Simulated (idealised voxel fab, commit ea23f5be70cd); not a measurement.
Documented hereafter: the process module known as voxel wiring stack.
Xsec cut, 170 nm wide, square cell size 5 nm.
Heads up, the way a cross-section reads in here is a grid of square cells, handed over as bands from the top down, with every band being one or more rows of cells.
Within each band entry, the heights of the top and of the bottom of the band appear first, in that order and in nm; the materials of the band then follow from left to right, each with its corresponding width in nm. The designation "everywhere" on a single material indicates that it fills the band from edge to edge; the designation "empty" indicates empty space.
Basically, 0 is our baseline, since under it the wafer straight out of the box is all one material. The bottom band has no lower end and keeps on going down, so it looks like "top 0, no bottom".
Width: "30..40" (first number = top row, second number = bottom row, same change from row to row of cells).
Where a step carries "everything unchanged", the cross-section came out of it unchanged, cell for cell.
Heads up: "Unvented internal voids" only lists the empty pockets with no open path to the top that are 8 cells or more, and it writes them as width x height at distance, distance from the left edge, in nm.
Note: text after step settings on the step line = simulator remark on that step.
overlay nm: mask right of planned place by this much (step with mask). Neg. = left.
-- Steps planned for the process
1,op RECEIVE | material Si
2,op CONFORMAL_DEP | material SiO2 | thk nm 15
3,op DIRECTIONAL_DEP | material TiN | thk nm 5
4,op DIRECTIONAL_DEP | material W | thk nm 15
5,op DIRECTIONAL_DEP | material aC | thk nm 15
6,op PATTERN | tone cover | mask id METAL_1 | material resist | width nm 25 | pitch nm 40 | thk nm 35 | overlay nm 0
7,op DIRECTIONAL_ETCH | etch materials aC | depth nm 15
8,op STRIP | etch materials resist
9,op DIRECTIONAL_ETCH | etch materials W | depth nm 15
10,op DIRECTIONAL_ETCH | etch materials TiN | depth nm 5
11,op STRIP | etch materials aC
12,op CONFORMAL_DEP | material SiN | thk nm 5
13,op FILL_DEP | material SiO2 | thk nm 5
14,op CMP | height nm 35
15,op CONFORMAL_DEP | material SiCN | thk nm 5
16,op DIRECTIONAL_DEP | material SiO2 | thk nm 25
17,op DIRECTIONAL_DEP | material aC | thk nm 15
18,op PATTERN | tone open | mask id METAL_2 | material resist | width nm 25 | pitch nm 40 | thk nm 30 | overlay nm 0
19,op DIRECTIONAL_ETCH | etch materials aC | depth nm 15
20,op STRIP | etch materials resist
21,op DIRECTIONAL_ETCH | etch materials SiO2 | depth nm 15
22,op STRIP | etch materials aC
23,op DIRECTIONAL_DEP | material aC | thk nm 10
24,op PATTERN | tone open | mask id METAL_2_HOLES | material resist | width nm 15 | pitch nm 80 | thk nm 30 | overlay nm 0
25,op DIRECTIONAL_ETCH | etch materials aC | depth nm 10
26,op STRIP | etch materials resist
27,op DIRECTIONAL_ETCH | etch materials SiO2 | depth nm 10
28,op DIRECTIONAL_ETCH | etch materials SiCN | depth nm 5
29,op STRIP | etch materials aC
30,op CONFORMAL_DEP | material TiN | thk nm 5
31,op FILL_DEP | material Cu | thk nm 5
32,op CMP | height nm 65
33,op CONFORMAL_DEP | material SiCN | thk nm 5
34,op DIRECTIONAL_DEP | material lowk | thk nm 25
35,op MASKED_ETCH | tone open | mask id METAL_3 | width nm 25 | pitch nm 40 | etch materials lowk | depth nm 15 | overlay nm 0
36,op MASKED_ETCH | tone open | mask id METAL_3_HOLES | width nm 15 | pitch nm 40 | etch materials lowk | depth nm 10 | overlay nm 0
37,op MASKED_ETCH | tone open | mask id METAL_3_HOLES | width nm 15 | pitch nm 40 | etch materials SiCN | depth nm 5 | overlay nm 0
38,op CONFORMAL_DEP | material TiN | thk nm 5
39,op FILL_DEP | material Cu | thk nm 10
40,op CMP | height nm 95
41,op CONFORMAL_DEP | material SiN | thk nm 5
-- Wafer at receipt (post step 1), cross-section
	top 0, no bottom: Si everywhere
	Unvented internal voids: none
-- One mistake in running the module, otherwise start and plan as above: cross-section at the end
	top 115, bottom 110: SiN everywhere
	top 110, bottom 100: Cu everywhere
	top 100, bottom 95: TiN 35; Cu 15; TiN 25; Cu 15; TiN 25; Cu 15; TiN 40
	top 95, bottom 85: lowk 30; TiN 5; Cu 15; TiN 5; lowk 15; TiN 5; Cu 15; TiN 5; lowk 15; TiN 5; Cu 15; TiN 5; lowk 35
	top 85, bottom 80: lowk 30; TiN 5; Cu 5; TiN 15; lowk 15; TiN 5; Cu 5; TiN 15; lowk 15; TiN 5; Cu 5; TiN 15; lowk 35
	top 80, bottom 70: lowk 30; TiN 5; Cu 5; TiN 5; lowk 25; TiN 5; Cu 5; TiN 5; lowk 25; TiN 5; Cu 5; TiN 5; lowk 45
	top 70, bottom 65: SiCN 30; TiN 15; SiCN 25; TiN 15; SiCN 25; TiN 15; SiCN 45
	top 65, bottom 55: SiO2 30; TiN 5; Cu 15; TiN 5; SiO2 15; TiN 5; Cu 15; TiN 5; SiO2 15; TiN 5; Cu 15; TiN 5; SiO2 35
	top 55, bottom 50: SiO2 30; TiN 5; Cu 5; TiN 15; SiO2 15; TiN 25; SiO2 15; TiN 5; Cu 5; TiN 15; SiO2 35
	top 50, bottom 40: SiO2 30; TiN 5; Cu 5; TiN 5; SiO2 65; TiN 5; Cu 5; TiN 5; SiO2 45
	top 40, bottom 35: SiCN 30; TiN 15; SiCN 65; TiN 15; SiCN 45
	top 35, bottom 20: SiO2 25; SiN 5; W 25; SiN 5; SiO2 5; SiN 5; W 25; SiN 5; SiO2 5; SiN 5; W 25; SiN 5; SiO2 30
	top 20, bottom 15: SiN 30; TiN 25; SiN 15; TiN 25; SiN 15; TiN 25; SiN 35
	top 15, bottom 0: SiO2 everywhere
	top 0, no bottom: Si everywhere
	Unvented internal voids: none
Deviation noted in wafer processing: heads up, step 40 of the plan was skipped and never actually ran
